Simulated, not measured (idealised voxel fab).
The process module that follows is named voxel self aligned vias.
Cross-section cut: width 180 nm, square cells of 5 nm.
Bands, listed from the top down, are how a cross-section gets written in this document; the cross-section itself is a grid of square cells, and a band is one or more rows of them.
Quick guide to a band line: top height, bottom height (nm) up front; then every material left to right with its width in nm. Only one material and it's marked "edge to edge"? Then it fills the band edge to edge. And "air" just means empty space.
Heights are measured from 0, the level below which the as-received wafer is all one material; the lowest band has no bottom and continues downward, written as in "0 -> down".
The two numbers in a width such as "30->40" mark its ends across the band: the first belongs to the top row of cells, the second to the bottom row, and from each row to the next the width moves by the same amount.
When a step is marked "remained the same", none of the cells in the cross-section changed during that step.
Enclosed cavities: empty space of 8 cells or more with no open way to the top, each as width x height at its distance from the left edge, in nm
Heads up: the bit after the settings on a step's line is the simulator's remark on that step.
"overlay nm" denotes, for a step that has a mask, the displacement of the mask to the right of its planned place, with negative values corresponding to the left.
[This section lists the process steps that were planned]
1. RECEIVE (material Si)
2. CONFORMAL_DEP (material SiO2; thk nm 10)
3. CONFORMAL_DEP (material SiCN; thk nm 5)
4. DIRECTIONAL_DEP (material lowk; thk nm 20)
5. MASKED_ETCH (tone open; mask id LINES; width nm 25; pitch nm 65; etch materials lowk; depth nm 20; overlay nm 0)
6. CONFORMAL_DEP (material TiN; thk nm 5)
7. FILL_DEP (material W; thk nm 5)
8. CMP (height nm 35)
9. SELECTIVE_ETCH (etch materials W Ru TiN; depth nm 10)
10. FILL_DEP (material SiN; thk nm 5)
11. CMP (height nm 35)
12. DIRECTIONAL_DEP (material lowk; thk nm 15)
13. MASKED_ETCH (tone open; mask id VIAS; width nm 25; etch materials lowk; depth nm 15; overlay nm 0)
14. MASKED_ETCH (tone open; mask id VIAS; width nm 35; etch materials SiN; depth nm 10; overlay nm 0)
15. CONFORMAL_DEP (material TiN; thk nm 5)
16. FILL_DEP (material W; thk nm 5)
17. CMP (height nm 50)
18. CONFORMAL_DEP (material SiN; thk nm 5)
Among the wafers covered here, the point of difference is the width nm at step 13; their starting state is shared, and the plan presents the value of the first wafer.
[Cross-section of the first incoming wafer of several, state after step 1]
- 0 -> down  Si edge to edge
- Enclosed cavities: none
[Below, a row for every wafer. Read it as the end-of-module picture: for each material the wafer shows its cells gained (+) or lost (-) since it was received, and then its closed voids]
width nm 25, +36 SiCN, +46 SiN, +72 SiO2, +27 TiN, +18 W, +197 lowk, Enclosed cavities: none
width nm 30, +36 SiCN, +46 SiN, +72 SiO2, +28 TiN, +20 W, +194 lowk, Enclosed cavities: none
width nm 35, +36 SiCN, +46 SiN, +72 SiO2, +29 TiN, +22 W, +191 lowk, Enclosed cavities: none
width nm 40, +36 SiCN, +46 SiN, +72 SiO2, +30 TiN, +24 W, +188 lowk, Enclosed cavities: none
width nm 45, +36 SiCN, +46 SiN, +72 SiO2, +31 TiN, +26 W, +185 lowk, Enclosed cavities: none
width nm 50, +36 SiCN, +46 SiN, +72 SiO2, +32 TiN, +28 W, +182 lowk, Enclosed cavities: none
